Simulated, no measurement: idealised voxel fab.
Documented hereafter: the process module known as voxel double patterning.
In the cross-section labelled cut, the width is 225 nm and each square cell is 5 nm.
Cross-section spec: square-cell grid; bands listed top down; each band is one or more rows. For a band, the entry starts with two heights in nm, that of the top and then that of the bottom, and carries on with the band's materials in order from left to right, each alongside its width in nm; the word "all across" beside a single material means it fills the band edge to edge, and "empty" means empty space. The level at which height equals 0 is the one under which the wafer, as it arrives, is entirely one material. No lower edge exists for the bottom band, which continues downward and is notated as in "0..down". The expression "30..40" gives the width at the extremes of the band, the first number at its top row of cells and the second at its bottom row, with the width changing by equal amounts from each row to the next in between. Step note "no change occurred" = no cross-section cell changed. Closed-off voids of 8+ cells (no open route to the top) go in "Cavities, closed", written width x height at distance from the left edge, in nm. Where a step's line continues beyond its settings, the continuation is a remark by the simulator itself on that step. "overlay nm" on a masked step: distance the mask lay right of its planned place, negative for left.

The planned process steps are enumerated hereunder
step 1: RECEIVE | material Si
step 2: CONFORMAL_DEP | material SiO2 | thk nm 5
step 3: DIRECTIONAL_DEP | material W | thk nm 20
step 4: DIRECTIONAL_DEP | material SiCN | thk nm 10
step 5: DIRECTIONAL_DEP | material aC | thk nm 15
step 6: PATTERN | tone open | mask id FIRST | material resist | width nm 15 | pitch nm 50 | thk nm 35 | overlay nm 0
step 7: DIRECTIONAL_ETCH | etch materials aC | depth nm 15
step 8: STRIP | etch materials resist
step 9: DIRECTIONAL_ETCH | etch materials SiCN | depth nm 10
step 10: STRIP | etch materials aC
step 11: DIRECTIONAL_DEP | material aC | thk nm 10
step 12: PATTERN | tone open | mask id SECOND | material resist | width nm 15 | thk nm 25 | overlay nm 0
step 13: DIRECTIONAL_ETCH | etch materials aC | depth nm 10
step 14: STRIP | etch materials resist
step 15: DIRECTIONAL_ETCH | etch materials SiCN | depth nm 10
step 16: STRIP | etch materials aC
step 17: DIRECTIONAL_ETCH | etch materials W | depth nm 20
step 18: STRIP | etch materials SiCN

The first of two wafers, run as planned

As-received wafer cross-section (after step 1)
- 0..down  Si all across
- Cavities, closed: none

So this is the wafer cross-section right after step 2
- 5..0  SiO2 all across
- Under 0: no change, same as before.

So this is the wafer cross-section right after step 3
- 25..5  W all across
- Under 5: no change, same as before.

So this is the wafer cross-section right after step 4
- 35..25  SiCN all across
- Under 25: no change, same as before.

So this is the wafer cross-section right after step 5
- 50..35  aC all across
- Under 35: no change, same as before.

So this is the wafer cross-section right after step 6
- 85..50  resist: 80; empty: 15; resist: 35; empty: 15; resist: 80
- Under 50: no change, same as before.

So this is the wafer cross-section right after step 7
- 70..50  resist: 80; empty: 15; resist: 35; empty: 15; resist: 80
- 50..35  aC: 80; empty: 15; aC: 35; empty: 15; aC: 80
- Under 35: no change, same as before.

So this is the wafer cross-section right after step 8
- 50..35  aC: 80; empty: 15; aC: 35; empty: 15; aC: 80
- Under 35: no change, same as before.

So this is the wafer cross-section right after step 9
- 50..35  aC: 80; empty: 15; aC: 35; empty: 15; aC: 80
- 35..25  SiCN: 80; empty: 15; SiCN: 35; empty: 15; SiCN: 80
- Under 25: no change, same as before.

So this is the wafer cross-section right after step 10
- 35..25  SiCN: 80; empty: 15; SiCN: 35; empty: 15; SiCN: 80
- Under 25: no change, same as before.

So this is the wafer cross-section right after step 11
- 45..35  aC: 80; empty: 15; aC: 35; empty: 15; aC: 80
- 35..25  SiCN: 80; aC: 15; SiCN: 35; aC: 15; SiCN: 80
- Under 25: no change, same as before.

So this is the wafer cross-section right after step 12
- 70..45  resist: 105; empty: 15; resist: 105
- 45..35  aC: 80; resist: 15; aC: 35; resist: 15; aC: 80
- Under 35: no change, same as before.

So this is the wafer cross-section right after step 13
- 60..45  resist: 105; empty: 15; resist: 105
- 45..35  aC: 80; resist: 15; aC: 10; empty: 15; aC: 10; resist: 15; aC: 80
- Under 35: no change, same as before.

So this is the wafer cross-section right after step 14
- 45..35  aC: 80; empty: 15; aC: 10; empty: 15; aC: 10; empty: 15; aC: 80
- Under 35: no change, same as before.

So this is the wafer cross-section right after step 15
- 45..35  aC: 80; empty: 15; aC: 10; empty: 15; aC: 10; empty: 15; aC: 80
- 35..25  SiCN: 80; aC: 15; SiCN: 10; empty: 15; SiCN: 10; aC: 15; SiCN: 80
- Under 25: no change, same as before.

So this is the wafer cross-section right after step 16
- 35..25  SiCN: 80; empty: 15; SiCN: 10; empty: 15; SiCN: 10; empty: 15; SiCN: 80
- Under 25: no change, same as before.

So this is the wafer cross-section right after step 17
- 35..25  SiCN: 80; empty: 15; SiCN: 10; empty: 15; SiCN: 10; empty: 15; SiCN: 80
- 25..5  W: 80; empty: 15; W: 10; empty: 15; W: 10; empty: 15; W: 80
- Under 5: no change, same as before.

So this is the wafer cross-section right after step 18
- 25..5  W: 80; empty: 15; W: 10; empty: 15; W: 10; empty: 15; W: 80
- Under 5: no change, same as before.

The remaining wafer, second of the two, started like the first and was run to the same plan, except that one mistake was made along the way; the two coincide through step 11, inclusive

Second wafer, cut view, end of step 12 per plan
- 70..45  empty: 105; resist: 15; empty: 105
- Under 45: no change, same as before.

Second wafer, cut view, end of step 13 per plan
- 60..45  empty: 105; resist: 15; empty: 105
- 45..35  empty: 105; aC: 15; empty: 105
- 35..25  SiCN: 80; empty: 15; SiCN: 35; empty: 15; SiCN: 80
- Under 25: no change, same as before.

Second wafer, cut view, end of step 14 per plan
- 45..35  empty: 105; aC: 15; empty: 105
- Under 35: no change, same as before.

Second wafer, cut view, end of step 15 per plan
- 45..35  empty: 105; aC: 15; empty: 105
- 35..25  empty: 105; SiCN: 15; empty: 105
- Under 25: no change, same as before.

Second wafer, cut view, end of step 16 per plan
- 35..25  empty: 105; SiCN: 15; empty: 105
- Under 25: no change, same as before.

Second wafer, cut view, end of step 17 per plan
- 35..25  empty: 105; SiCN: 15; empty: 105
- 25..5  empty: 105; W: 15; empty: 105
- Under 5: no change, same as before.

Second wafer, cut view, end of step 18 per plan
- 25..5  empty: 105; W: 15; empty: 105
- Under 5: no change, same as before.
Here's what went sideways: heads up, step 12 didn't go per plan, it actually ran as PATTERN | tone cover | mask id SECOND | material resist | width nm 15 | thk nm 25 | overlay nm 0
Per the end-of-run cell counts, the second wafer holds more or fewer of some materials than the first: 132 fewer of W
